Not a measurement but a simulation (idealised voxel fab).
Presented below is a process module, voxel transistor to metal.
Shown is cross-section cut, with a width of 200 nm and square cells of size 5 nm.
Format of a cross-section: grid, square cells. Given as bands. Order: top down. Band: one or more rows of cells.
Band entry format. Leading values: height of top, height of bottom, nm. Remainder: materials in left-to-right order, each with its width in nm. Special words: "all across" on a single material, which then fills the band edge to edge; "air", empty space.
We count height from 0. Below that, the starting wafer is all one material. The lowest band never ends at the bottom but goes on down; see "0..down" for how that is written.
You'd read "30 to 40" like this: the band's top row of cells is as wide as the first number, its bottom row is as wide as the second, and going down, every row changes width by the same amount as the row before did.
"nothing changed" after a step means that no cell of the cross-section changed.
Empty spaces counting at least 8 cells and having no open way to the top are listed in "Closed cavity list". The notation width x height at distance is used for each, the distance being from the left edge and all three values in nm.
Heads up: the bit after the settings on a step's line is the simulator's remark on that step.
A step's line can hold "overlay nm"; with a mask on that step, the setting says how far right of the planned place the mask lay, while a negative setting says it lay to the left.

# Planned process steps
step 1: RECEIVE with material Si
step 2: OXIDIZE with depth nm 5
step 3: CONFORMAL_DEP with material SiN, thk nm 15
step 4: PATTERN with tone cover, mask id ACTIVE, material resist, width nm 125, thk nm 15, overlay nm 0
step 5: DIRECTIONAL_ETCH with etch materials SiN, depth nm 15
step 6: DIRECTIONAL_ETCH with etch materials SiO2, depth nm 5
step 7: DIRECTIONAL_ETCH with etch materials Si, depth nm 25
step 8: STRIP with etch materials resist
step 9: OXIDIZE with depth nm 5
step 10: FILL_DEP with material SiO2, thk nm 10
step 11: CMP with height nm 15
step 12: SELECTIVE_ETCH with etch materials SiO2, depth nm 10
step 13: STRIP with etch materials SiN
step 14: SELECTIVE_ETCH with etch materials SiO2, depth nm 5
step 15: OXIDIZE with depth nm 5
step 16: DIRECTIONAL_DEP with material polySi, thk nm 20
step 17: DIRECTIONAL_DEP with material SiCN, thk nm 15
step 18: PATTERN with tone cover, mask id GATE, material resist, width nm 35, thk nm 15, overlay nm 0
step 19: DIRECTIONAL_ETCH with etch materials SiCN, depth nm 25
step 20: DIRECTIONAL_ETCH with etch materials polySi, depth nm 30
step 21: STRIP with etch materials resist
step 22: CONFORMAL_DEP with material SiN, thk nm 10
step 23: DIRECTIONAL_ETCH with etch materials SiN, depth nm 10
step 24: DIRECTIONAL_ETCH with etch materials SiO2, depth nm 5
step 25: DIRECTIONAL_ETCH with etch materials Si, depth nm 10
step 26: EPI with material SiGe, thk nm 10
step 27: FILL_DEP with material SiO2, thk nm 5
step 28: CMP with height nm 15
step 29: STRIP with etch materials polySi
step 30: SELECTIVE_ETCH with etch materials SiO2, depth nm 5
step 31: CONFORMAL_DEP with material HfO2, thk nm 5
step 32: CONFORMAL_DEP with material TiN, thk nm 5
step 33: FILL_DEP with material W, thk nm 10
step 34: CMP with height nm 10
step 35: DIRECTIONAL_DEP with material SiO2, thk nm 10
step 36: MASKED_ETCH with tone open, mask id CONTACT, width nm 15, pitch nm 90, etch materials SiO2, depth nm 30, overlay nm 0
step 37: CONFORMAL_DEP with material TiN, thk nm 5
step 38: FILL_DEP with material W, thk nm 10
step 39: CMP with height nm 20
step 40: CONFORMAL_DEP with material SiN, thk nm 5
step 41: DIRECTIONAL_DEP with material SiO2, thk nm 20
step 42: PATTERN with tone open, mask id METAL_1, material resist, width nm 15, pitch nm 90, thk nm 20, overlay nm 0
step 43: DIRECTIONAL_ETCH with etch materials SiO2, depth nm 20
step 44: DIRECTIONAL_ETCH with etch materials SiN, depth nm 5
step 45: STRIP with etch materials resist
step 46: CONFORMAL_DEP with material TiN, thk nm 5
step 47: FILL_DEP with material Cu, thk nm 5
step 48: CMP with height nm 45
step 49: CONFORMAL_DEP with material SiN, thk nm 5

# As-received state of the wafer in cross-section, equivalent to post-step 1
0..down  Si all across
Closed cavity list: none

# Starting structure and process plan are as shown above, but one mistake was made in running the module; the wafer cross-section at the end of the module follows
50..45  SiN all across
45..25  SiO2 (45), then TiN (5), then Cu (5), then TiN (5), then SiO2 (75), then TiN (5), then Cu (5), then TiN (5), then SiO2 (50)
25..20  SiN (45), then TiN (15), then SiN (75), then TiN (15), then SiN (50)
20..10  SiO2 (45), then TiN (5), then HfO2 (5), then TiN (5), then SiO2 (75), then TiN (5), then HfO2 (5), then TiN (5), then SiO2 (50)
10..0  SiO2 (45), then TiN (5), then HfO2 (5), then TiN (5), then SiO2 (10), then SiN (10), then HfO2 (5), then TiN (5), then W (15), then TiN (5), then HfO2 (5), then SiN (10), then SiO2 (10), then TiN (5), then HfO2 (5), then TiN (5), then SiO2 (50)
0..-5  SiO2 (30), then SiN (10), then SiO2 (5), then TiN (5), then HfO2 (5), then TiN (5), then SiGe (10), then SiN (10), then HfO2 (5), then TiN (25), then HfO2 (5), then SiN (10), then SiGe (10), then TiN (5), then HfO2 (5), then TiN (5), then SiO2 (5), then SiN (10), then SiO2 (35)
-5..-10  SiO2 (45), then TiN (15), then SiGe (10), then SiO2 (5), then HfO2 (45), then SiO2 (5), then SiGe (10), then TiN (15), then SiO2 (50)
-10..-20  SiO2 (40), then SiGe (30), then Si (55), then SiGe (30), then SiO2 (45)
-20..-35  SiO2 (40), then Si (115), then SiO2 (45)
-35..down  Si all across
Closed cavity list: none
In executing the process, a mistake was made relative to the plan: for step 38, the planned setting was not used; the step was instead run as FILL_DEP with material HfO2, thk nm 10
